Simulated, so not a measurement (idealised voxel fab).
The following is a process module called voxel gate over fins.
Square cell edge 5 nm, section width 235 nm, ID cut.
Each cross-section below is a grid of square cells, stated as bands in top-down order, with one or more rows of cells making up each band.
Quick guide to a band line: top height, bottom height (nm) up front; then every material left to right with its width in nm. Only one material and it's marked "throughout"? Then it fills the band edge to edge. And "air" just means empty space.
Zero point of the height axis is 0; under it, received wafer = one material. Lowest band: continues down indefinitely, "0 -> down".
Top row gets the first number, bottom row gets the second, and each row in between changes by the same step: that is how a band width like "30..40" works.
"nothing changed", as given for a step, is the statement that not any cell of the cross-section underwent a change during that step.
"Closed void list" - sealed voids, min. 8 cells, no opening to top; format: width x height at distance (distance from left edge; nm throughout).
Anything after a step's settings on that line? It's the simulator's own note about the step.
A step line may carry the setting "overlay nm", which, for steps involving a mask, states the distance by which the mask lay to the right of its intended position; negative values denote displacement to the left.
-- Planned process steps
1) RECEIVE | material Si
2) CONFORMAL_DEP | material SiN | thk nm 5
3) PATTERN | tone cover | mask id FINS | material resist | width nm 15 | pitch nm 35 | thk nm 15 | overlay nm 0
4) DIRECTIONAL_ETCH | etch materials SiN | depth nm 5
5) DIRECTIONAL_ETCH | etch materials Si | depth nm 35
6) STRIP | etch materials resist
7) FILL_DEP | material SiO2 | thk nm 5
8) CMP | height nm 5
9) SELECTIVE_ETCH | etch materials SiO2 | depth nm 15
10) STRIP | etch materials SiN
11) CONFORMAL_DEP | material HfO2 | thk nm 5
12) CONFORMAL_DEP | material TiN | thk nm 5
13) FILL_DEP | material W | thk nm 10
14) CMP | height nm 15
15) CONFORMAL_DEP | material SiN | thk nm 5
-- Received-state cross-section, reflecting completion of step 1
* 0 -> down: Si throughout
* Closed void list: none
-- What the wafer looks like in cross-section after this module, when it starts as shown above and follows the plan above but one mistake is made in running it
* 20 -> 15: SiN throughout
* 15 -> 10: W throughout
* 10 -> 5: 75 nm W, 105 nm TiN, 55 nm W
* 5 -> 0: 75 nm W, 5 nm TiN, 25 nm HfO2, 10 nm TiN, 25 nm HfO2, 10 nm TiN, 25 nm HfO2, 5 nm TiN, 55 nm W
* 0 -> -5: 80 nm TiN, 5 nm HfO2, 15 nm Si, 5 nm HfO2, 10 nm TiN, 5 nm HfO2, 15 nm Si, 5 nm HfO2, 10 nm TiN, 5 nm HfO2, 15 nm Si, 5 nm HfO2, 60 nm TiN
* -5 -> -10: 85 nm HfO2, 15 nm Si, 20 nm HfO2, 15 nm Si, 20 nm HfO2, 15 nm Si, 65 nm HfO2
* -10 -> -35: 85 nm SiO2, 15 nm Si, 20 nm SiO2, 15 nm Si, 20 nm SiO2, 15 nm Si, 65 nm SiO2
* -35 -> down: Si throughout
* Closed void list: none
In executing the process, a mistake was made relative to the plan: step 3 was processed under conditions differing from the plan, specifically as PATTERN | tone cover | mask id FINS | material resist | width nm 15 | pitch nm 35 | thk nm 15 | overlay nm 10
